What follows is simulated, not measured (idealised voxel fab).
process module | voxel self aligned vias
cross-section cut | 280 nm wide | cells 5 nm
A cross-section is a grid of square cells, given in bands from the top down. A band is one or more rows of cells.
Each band's line starts with the height of the band's top and of its bottom, in nm. Then come its materials from left to right, each with its width in nm. One material with "throughout" fills the band from edge to edge. "air" is empty space.
Height 0 is the level under which the wafer as received is all one material. The lowest band goes on downwards, as in "0 down".
A width such as "30 to 40" changes by the same amount from each row of cells to the next, from the band's top row to its bottom row.
"no change" after a step means that no cell of the cross-section changed.
closed voids: empty space of 8 cells or more with no open way to the top, each as width x height at its distance from the left edge, in nm
after a step's settings: what the simulator itself notes on the step
overlay nm, on a step with a mask: how far to the right of its planned place the mask lay; to the left if negative
plan
1 op RECEIVE | material Si
2 op CONFORMAL_DEP | material SiO2 | thk nm 10
3 op CONFORMAL_DEP | material SiCN | thk nm 5
4 op DIRECTIONAL_DEP | material lowk | thk nm 20
5 op DIRECTIONAL_DEP | material aC | thk nm 10
6 op PATTERN | tone open | mask id LINES | material resist | width nm 20 | pitch nm 65 | thk nm 30 | overlay nm 0
7 op DIRECTIONAL_ETCH | etch materials aC | depth nm 10
8 op STRIP | etch materials resist
9 op DIRECTIONAL_ETCH | etch materials lowk | depth nm 20
10 op STRIP | etch materials aC
11 op CONFORMAL_DEP | material TiN | thk nm 5
12 op FILL_DEP | material W | thk nm 10
13 op CMP | height nm 35
14 op SELECTIVE_ETCH | etch materials W Ru TiN | depth nm 5
15 op FILL_DEP | material SiN | thk nm 5
16 op CMP | height nm 35
17 op DIRECTIONAL_DEP | material lowk | thk nm 20
18 op PATTERN | tone open | mask id VIAS | material resist | width nm 40 | thk nm 20 | overlay nm 0
19 op DIRECTIONAL_ETCH | etch materials lowk | depth nm 20
20 op DIRECTIONAL_ETCH | etch materials SiN | depth nm 5
21 op STRIP | etch materials resist
22 op CONFORMAL_DEP | material TiN | thk nm 5
23 op FILL_DEP | material Cu | thk nm 5
24 op CMP | height nm 55
25 op CONFORMAL_DEP | material SiN | thk nm 5
varied across the wafers: width nm of step 6. The plan shows the first wafer's value. All wafers start alike
first wafer as received, after step 1
  0 down: Si throughout
  closed voids: none
each wafer at the end: cells of each material gained (+) or lost (-) since it was received, then its closed voids
width nm 20 | +20 Cu | +56 SiCN | +60 SiN | +112 SiO2 | +32 TiN | +8 W | +384 lowk | closed voids: none
width nm 25 | +21 Cu | +56 SiCN | +61 SiN | +112 SiO2 | +34 TiN | +12 W | +376 lowk | closed voids: none
width nm 30 | +22 Cu | +56 SiCN | +62 SiN | +112 SiO2 | +36 TiN | +16 W | +368 lowk | closed voids: none
width nm 35 | +23 Cu | +56 SiCN | +63 SiN | +112 SiO2 | +38 TiN | +20 W | +360 lowk | closed voids: none
width nm 40 | +24 Cu | +56 SiCN | +64 SiN | +112 SiO2 | +40 TiN | +24 W | +352 lowk | closed voids: none
width nm 45 | +24 Cu | +56 SiCN | +66 SiN | +112 SiO2 | +42 TiN | +28 W | +344 lowk | closed voids: none
